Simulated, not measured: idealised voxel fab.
The document below concerns the process module designated voxel capacitor over wiring.
Xsec cut, 195 nm wide, square cell size 5 nm.
A cross-section in this document is a grid of square cells, and it is written down as bands, the top band listed before the ones below it; a band is made up of one or more rows of cells.
Within each band entry, the heights of the top and of the bottom of the band appear first, in that order and in nm; the materials of the band then follow from left to right, each with its corresponding width in nm. The designation "everywhere" on a single material indicates that it fills the band from edge to edge; the designation "air" indicates empty space.
Heads up on the height convention: 0 is the point under which the incoming wafer is all one material, and the lowest band has no bottom, it just keeps going down, like "from 0 down".
A two-number width, for instance "30 to 40", indicates that the width is equal to the first number in the top row of the band and to the second number in the bottom row, and that it changes by a constant amount per row of cells.
It should be understood that the words "no modifications", when stated for a given step, signify that the cross-section underwent no change in any of its cells during that step.
Closed-off voids of 8+ cells (no open route to the top) go in "Sealed cavities", written width x height at distance from the left edge, in nm.
If you see something after the settings on a step's line, that's the simulator's own remark about that step.
overlay nm: step with mask; distance mask lay right of planned place; negative value = left of planned place.

### Steps planned for the process
| 1 | RECEIVE with material Si |
| 2 | CONFORMAL_DEP with material SiO2, thk nm 10 |
| 3 | DIRECTIONAL_DEP with material TiN, thk nm 5 |
| 4 | DIRECTIONAL_DEP with material W, thk nm 25 |
| 5 | PATTERN with tone cover, mask id METAL_1, material resist, width nm 25, pitch nm 90, thk nm 15, overlay nm 0 |
| 6 | DIRECTIONAL_ETCH with etch materials W, depth nm 25 |
| 7 | DIRECTIONAL_ETCH with etch materials TiN, depth nm 5 |
| 8 | STRIP with etch materials resist |
| 9 | CONFORMAL_DEP with material SiN, thk nm 5 |
| 10 | FILL_DEP with material SiO2, thk nm 5 |
| 11 | CMP with height nm 40 |
| 12 | CONFORMAL_DEP with material SiCN, thk nm 5 |
| 13 | DIRECTIONAL_DEP with material SiO2, thk nm 20 |
| 14 | DIRECTIONAL_DEP with material aC, thk nm 15 |
| 15 | PATTERN with tone open, mask id PLUG_1, material resist, width nm 15, thk nm 35, overlay nm 0 |
| 16 | DIRECTIONAL_ETCH with etch materials aC, depth nm 15 |
| 17 | STRIP with etch materials resist |
| 18 | DIRECTIONAL_ETCH with etch materials SiO2, depth nm 20 |
| 19 | DIRECTIONAL_ETCH with etch materials SiCN, depth nm 5 |
| 20 | STRIP with etch materials aC |
| 21 | EPI with material Ru, thk nm 10 |
| 22 | EPI with material Ru, thk nm 10 |
| 23 | EPI with material Ru, thk nm 5 |
| 24 | DIRECTIONAL_DEP with material TiN, thk nm 5 |
| 25 | DIRECTIONAL_DEP with material Al2O3, thk nm 5 |
| 26 | DIRECTIONAL_DEP with material TiN, thk nm 10 |
| 27 | MASKED_ETCH with tone cover, mask id UPPER_PLATE, width nm 70, etch materials TiN, depth nm 10, overlay nm 0 |
| 28 | MASKED_ETCH with tone cover, mask id UPPER_PLATE, width nm 70, etch materials Al2O3, depth nm 5, overlay nm 0 |
| 29 | MASKED_ETCH with tone cover, mask id LOWER_PLATE, width nm 80, etch materials TiN, depth nm 5, overlay nm 0 |
| 30 | FILL_DEP with material SiO2, thk nm 20 |
| 31 | CMP with height nm 100 |
| 32 | MASKED_ETCH with tone open, mask id PLUG_2, width nm 15, etch materials SiO2, depth nm 15, overlay nm 0 |
| 33 | CONFORMAL_DEP with material TiN, thk nm 5 |
| 34 | FILL_DEP with material Ru, thk nm 5 |
| 35 | CMP with height nm 100 |
| 36 | CONFORMAL_DEP with material SiCN, thk nm 5 |

### Cross-section of the wafer upon arrival, representing the state reached after step 1
* from 0 down  Si everywhere
* Sealed cavities: none

### Wafer at module end, in section. Began as above, planned as above, run with one mistake
* from 105 to 100  SiCN everywhere
* from 100 to 90  SiO2: 60, TiN: 5, Ru: 5, TiN: 5, SiO2: 120
* from 90 to 85  SiO2: 60, TiN: 15, SiO2: 120
* from 85 to 75  SiO2: 65, TiN: 55, SiO2: 75
* from 75 to 70  SiO2: 65, Al2O3: 55, SiO2: 75
* from 70 to 65  SiO2: 45, TiN: 5, SiO2: 15, TiN: 60, SiO2: 70
* from 65 to 60  SiO2 everywhere
* from 60 to 50  SiO2: 50, TiN: 15, SiO2: 130
* from 50 to 45  SiO2: 50, Al2O3: 15, SiO2: 130
* from 45 to 40  SiCN: 50, TiN: 15, SiCN: 130
* from 40 to 15  W: 40, SiN: 5, SiO2: 15, SiN: 5, W: 65, SiN: 5, SiO2: 15, SiN: 5, W: 40
* from 15 to 10  TiN: 40, SiN: 25, TiN: 65, SiN: 25, TiN: 40
* from 10 to 0  SiO2 everywhere
* from 0 down  Si everywhere
* Sealed cavities: none
Nonconformance to the process plan: step 5 was not run as planned; what actually ran was PATTERN with tone open, mask id METAL_1, material resist, width nm 25, pitch nm 90, thk nm 15, overlay nm 0
